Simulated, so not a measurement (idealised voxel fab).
A process module follows: voxel spacer lines.
In the cross-section labelled cut, the width is 180 nm and each square cell is 5 nm.
Format of a cross-section: grid, square cells. Given as bands. Order: top down. Band: one or more rows of cells.
Look at the band entry: it leads with the top's height and the bottom's height in nm. Then it lists the materials left to right, with a width in nm for each. The word "throughout" on a single material says that material fills the band edge to edge. The word "empty" is empty space.
Measure heights from 0. That's the level where, below it, the as-received wafer is all one material. The lowest band is bottomless and extends downward; write it as in "z 0 and below".
A two-number width, for instance "30 to 40", indicates that the width is equal to the first number in the top row of the band and to the second number in the bottom row, and that it changes by a constant amount per row of cells.
Step note "nothing changed" = no cross-section cell changed.
In "Closed internal voids" the enclosed voids are listed, meaning empty spaces of 8 cells or larger without any opening to the top. The form is width x height at distance, distance from the left edge, units nm.
On each step's line, the part that comes after the settings is the simulator's own comment on the step.
overlay nm: mask offset rightward from planned place, masked step; negative means leftward offset.

# These are the steps we planned for the process
step 1: RECEIVE [material Si]
step 2: CONFORMAL_DEP [material Al2O3] [thk nm 10]
step 3: DIRECTIONAL_DEP [material TiN] [thk nm 10]
step 4: DIRECTIONAL_DEP [material aC] [thk nm 30]
step 5: PATTERN [tone cover] [mask id MANDREL] [material resist] [width nm 25] [pitch nm 70] [thk nm 35] [overlay nm 0]
step 6: DIRECTIONAL_ETCH [etch materials aC] [depth nm 30]
step 7: STRIP [etch materials resist]
step 8: CONFORMAL_DEP [material SiN] [thk nm 10]
step 9: DIRECTIONAL_ETCH [etch materials SiN] [depth nm 10]
step 10: STRIP [etch materials aC]
step 11: DIRECTIONAL_ETCH [etch materials TiN] [depth nm 10]
step 12: STRIP [etch materials SiN]
step 13: FILL_DEP [material lowk] [thk nm 10]
step 14: CMP [height nm 20]

# The first of the two wafers, which ran as planned

# Shown in cross-section is the wafer as received, that is, as it stands after step 1
z 0 and below = Si throughout
Closed internal voids: none

# After step 2: wafer cross-section
z 10 to 0 = Al2O3 throughout
Under 0: no change, same as before.

# After step 3: wafer cross-section
z 20 to 10 = TiN throughout
Under 10: no change, same as before.

# After step 4: wafer cross-section
z 50 to 20 = aC throughout
Under 20: no change, same as before.

# After step 5: wafer cross-section
z 85 to 50 = empty 40 nm; resist 25 nm; empty 45 nm; resist 25 nm; empty 45 nm
Under 50: no change, same as before.

# After step 6: wafer cross-section
z 55 to 50 = empty 40 nm; resist 25 nm; empty 45 nm; resist 25 nm; empty 45 nm
z 50 to 20 = empty 40 nm; aC 25 nm; empty 45 nm; aC 25 nm; empty 45 nm
Under 20: no change, same as before.

# After step 7: wafer cross-section
z 50 to 20 = empty 40 nm; aC 25 nm; empty 45 nm; aC 25 nm; empty 45 nm
Under 20: no change, same as before.

# After step 8: wafer cross-section
z 60 to 50 = empty 30 nm; SiN 45 nm; empty 25 nm; SiN 45 nm; empty 35 nm
z 50 to 30 = empty 30 nm; SiN 10 nm; aC 25 nm; SiN 10 nm; empty 25 nm; SiN 10 nm; aC 25 nm; SiN 10 nm; empty 35 nm
z 30 to 20 = SiN 40 nm; aC 25 nm; SiN 45 nm; aC 25 nm; SiN 45 nm
Under 20: no change, same as before.

# After step 9: wafer cross-section
z 50 to 20 = empty 30 nm; SiN 10 nm; aC 25 nm; SiN 10 nm; empty 25 nm; SiN 10 nm; aC 25 nm; SiN 10 nm; empty 35 nm
Under 20: no change, same as before.

# After step 10: wafer cross-section
z 50 to 20 = empty 30 nm; SiN 10 nm; empty 25 nm; SiN 10 nm; empty 25 nm; SiN 10 nm; empty 25 nm; SiN 10 nm; empty 35 nm
Under 20: no change, same as before.

# After step 11: wafer cross-section
z 50 to 20 = empty 30 nm; SiN 10 nm; empty 25 nm; SiN 10 nm; empty 25 nm; SiN 10 nm; empty 25 nm; SiN 10 nm; empty 35 nm
z 20 to 10 = empty 30 nm; TiN 10 nm; empty 25 nm; TiN 10 nm; empty 25 nm; TiN 10 nm; empty 25 nm; TiN 10 nm; empty 35 nm
Under 10: no change, same as before.

# After step 12: wafer cross-section
z 20 to 10 = empty 30 nm; TiN 10 nm; empty 25 nm; TiN 10 nm; empty 25 nm; TiN 10 nm; empty 25 nm; TiN 10 nm; empty 35 nm
Under 10: no change, same as before.

# After step 13: wafer cross-section
z 30 to 20 = lowk throughout
z 20 to 10 = lowk 30 nm; TiN 10 nm; lowk 25 nm; TiN 10 nm; lowk 25 nm; TiN 10 nm; lowk 25 nm; TiN 10 nm; lowk 35 nm
Under 10: no change, same as before.

# After step 14: wafer cross-section
z 20 to 10 = lowk 30 nm; TiN 10 nm; lowk 25 nm; TiN 10 nm; lowk 25 nm; TiN 10 nm; lowk 25 nm; TiN 10 nm; lowk 35 nm
Under 10: no change, same as before.

# Second Wafer (Identical Start and Plan, One Processing Error; Matches First Wafer Through Step 2)

# Cross-section, second wafer, at the end time the plan gives for step 3
z 40 to 10 = aC throughout
Under 10: no change, same as before.

# Cross-section, second wafer, at the end time the plan gives for step 4
z 50 to 40 = TiN throughout
Under 40: no change, same as before.

# Cross-section, second wafer, at the end time the plan gives for step 5
z 85 to 50 = empty 40 nm; resist 25 nm; empty 45 nm; resist 25 nm; empty 45 nm
Under 50: no change, same as before.

# Cross-section, second wafer, at the end time the plan gives for step 6
z 55 to 50 = empty 40 nm; resist 25 nm; empty 45 nm; resist 25 nm; empty 45 nm
Under 50: no change, same as before.

# Cross-section, second wafer, at the end time the plan gives for step 7
z 50 to 40 = TiN throughout
Under 40: no change, same as before.

# Cross-section, second wafer, at the end time the plan gives for step 8
z 60 to 50 = SiN throughout
Under 50: no change, same as before.

# Cross-section, second wafer, at the end time the plan gives for step 9
z 50 to 40 = TiN throughout
Under 40: no change, same as before.

Cross-section, second wafer, at the end time the plan gives for step 10: nothing changed

# Cross-section, second wafer, at the end time the plan gives for step 11
z 40 to 10 = aC throughout
Under 10: no change, same as before.

Cross-section, second wafer, at the end time the plan gives for step 12: nothing changed

# Cross-section, second wafer, at the end time the plan gives for step 13
z 50 to 40 = lowk throughout
Under 40: no change, same as before.

# Cross-section, second wafer, at the end time the plan gives for step 14
z 20 to 10 = aC throughout
Under 10: no change, same as before.
Run error: the executed order of steps 3 and 4 is the reverse of that specified in the plan, each step having taken the other's position
Per the end-of-run cell counts, the second wafer holds more or fewer of some materials than the first: TiN -16; aC +72; lowk -56
